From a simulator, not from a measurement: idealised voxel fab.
Process module heading - voxel quadruple lines
The figure presents cross-section cut, which has a width of 230 nm and is divided into square cells with an edge length of 5 nm.
We lay out every cross-section as a grid of square cells and spell it out in bands from the top down, where one band means one or more rows of cells.
Top, bottom (nm), then materials left to right with widths (nm); lone material tagged "everywhere" fills the whole band edge to edge; "air" = empty space.
Height datum 0, below which the as-received substrate wafer is one material. Lowest band open at the bottom, running downward: "0 -> down".
Width "30 to 40": first value at the band's top row of cells, second value at its bottom row, equal change from row to row.
For the purposes of this document, the phrase "no alterations made" attached to a step denotes that no cell within the cross-section was modified by that step.
Closed empty spaces (no open way to the top) of 8 cells or more are what "Listed closed voids" lists, each as width x height at distance from the left edge, nm for all three.
Formally, on a step line, whatever follows the settings is a remark that the simulator itself makes on the step.
The line of a step may include "overlay nm". On a step with a mask, this value is how far to the right of its planned place the mask lay. A negative value means the mask lay to the left.
[The following list gives the planned process steps]
1 RECEIVE | material Si
2 CONFORMAL_DEP | material Al2O3 | thk nm 5
3 DIRECTIONAL_DEP | material W | thk nm 10
4 DIRECTIONAL_DEP | material polySi | thk nm 15
5 DIRECTIONAL_DEP | material aC | thk nm 25
6 PATTERN | tone cover | mask id MANDREL | material resist | width nm 25 | pitch nm 80 | thk nm 35 | overlay nm 0
7 DIRECTIONAL_ETCH | etch materials aC | depth nm 25
8 STRIP | etch materials resist
9 CONFORMAL_DEP | material SiO2 | thk nm 15
10 DIRECTIONAL_ETCH | etch materials SiO2 | depth nm 15
11 STRIP | etch materials aC
12 DIRECTIONAL_ETCH | etch materials polySi | depth nm 15
13 STRIP | etch materials SiO2
14 CONFORMAL_DEP | material SiN | thk nm 5
15 DIRECTIONAL_ETCH | etch materials SiN | depth nm 5
16 STRIP | etch materials polySi
17 DIRECTIONAL_ETCH | etch materials W | depth nm 10
18 STRIP | etch materials SiN
19 FILL_DEP | material lowk | thk nm 5
20 CMP | height nm 15
[Shown in cross-section is the wafer as received, that is, as it stands after step 1]
    0 -> down | Si everywhere
    Listed closed voids: none
[Starting structure and process plan are as shown above, but one mistake was made in running the module; the wafer cross-section at the end of the module follows]
    15 -> 5 | 40 nm lowk | 5 nm W | 15 nm lowk | 5 nm W | 20 nm lowk | 5 nm W | 15 nm lowk | 5 nm W | 10 nm lowk | 5 nm W | 15 nm lowk | 5 nm W | 20 nm lowk | 5 nm W | 15 nm lowk | 5 nm W | 40 nm lowk
    5 -> 0 | Al2O3 everywhere
    0 -> down | Si everywhere
    Listed closed voids: none
what went wrong: step 6 ran with different settings than intended, the actual operation and settings being PATTERN | tone cover | mask id MANDREL | material resist | width nm 30 | pitch nm 80 | thk nm 35 | overlay nm 0
